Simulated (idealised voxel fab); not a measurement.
Process module heading - voxel quadruple lines
275 nm wide, 5 nm square cells: that's cross-section cut.
If you're reading a cross-section in this doc, picture square cells in a grid; it comes to you as bands, top ones listed first down to the bottom, and a band can be one or more rows of cells. Look at the band entry: it leads with the top's height and the bottom's height in nm. Then it lists the materials left to right, with a width in nm for each. The word "all across" on a single material says that material fills the band edge to edge. The word "air" is empty space. Note: height 0 marks the level under which the wafer is uniformly one material as received. Lowest band unbounded below, written "0 and below". Quick explanation for "30..40": the width changes in equal steps down the rows of cells, from the first number in the band's top row to the second number in its bottom row. Any step labelled "no change occurred" changed none of the cells in the cross-section. Reported under the label "Enclosed internal cavities" are the empty spaces having no open way to the top and comprising 8 cells or more; the notation for each is width x height at distance, in which the distance is measured from the left edge and all three values are in nm. Heads up: the bit after the settings on a step's line is the simulator's remark on that step. The line of a step may include "overlay nm". On a step with a mask, this value is how far to the right of its planned place the mask lay. A negative value means the mask lay to the left.
[The steps planned for the process are as follows]
1) RECEIVE [material Si]
2) CONFORMAL_DEP [material SiO2] [thk nm 10]
3) DIRECTIONAL_DEP [material W] [thk nm 10]
4) DIRECTIONAL_DEP [material polySi] [thk nm 15]
5) DIRECTIONAL_DEP [material aC] [thk nm 25]
6) PATTERN [tone cover] [mask id MANDREL] [material resist] [width nm 30] [thk nm 35] [overlay nm 0]
7) DIRECTIONAL_ETCH [etch materials aC] [depth nm 25]
8) STRIP [etch materials resist]
9) CONFORMAL_DEP [material SiO2] [thk nm 10]
10) DIRECTIONAL_ETCH [etch materials SiO2] [depth nm 10]
11) STRIP [etch materials aC]
12) DIRECTIONAL_ETCH [etch materials polySi] [depth nm 15]
13) STRIP [etch materials SiO2]
14) CONFORMAL_DEP [material SiCN] [thk nm 10]
15) DIRECTIONAL_ETCH [etch materials SiCN] [depth nm 10]
16) STRIP [etch materials polySi]
17) DIRECTIONAL_ETCH [etch materials W] [depth nm 10]
18) STRIP [etch materials SiCN]
[Step 1 complete: cross-section of the wafer as received]
	0 and below  Si all across
	Enclosed internal cavities: none
[The first of two wafers, cross-sectioned at the end of the module, with the run proceeding as planned]
	20 down to 10  air (100), then W (10), then air (10), then W (10), then air (10), then W (10), then air (10), then W (10), then air (105)
	10 down to 0  SiO2 all across
	0 and below  Si all across
	Enclosed internal cavities: none
[Cross-sectional view: second of two wafers, end of module; start and plan identical to the first, one mistake in running]
	20 down to 10  air (110), then W (10), then air (10), then W (10), then air (10), then W (10), then air (115)
	10 down to 0  SiO2 all across
	0 and below  Si all across
	Enclosed internal cavities: none
It is concluded that the wafer was processed incorrectly with respect to the plan, in that step 6: run off-plan, actual operation and settings PATTERN [tone open] [mask id MANDREL] [material resist] [width nm 30] [thk nm 35] [overlay nm 0]
Cell-count delta at end, second wafer over first, by material: -4 W
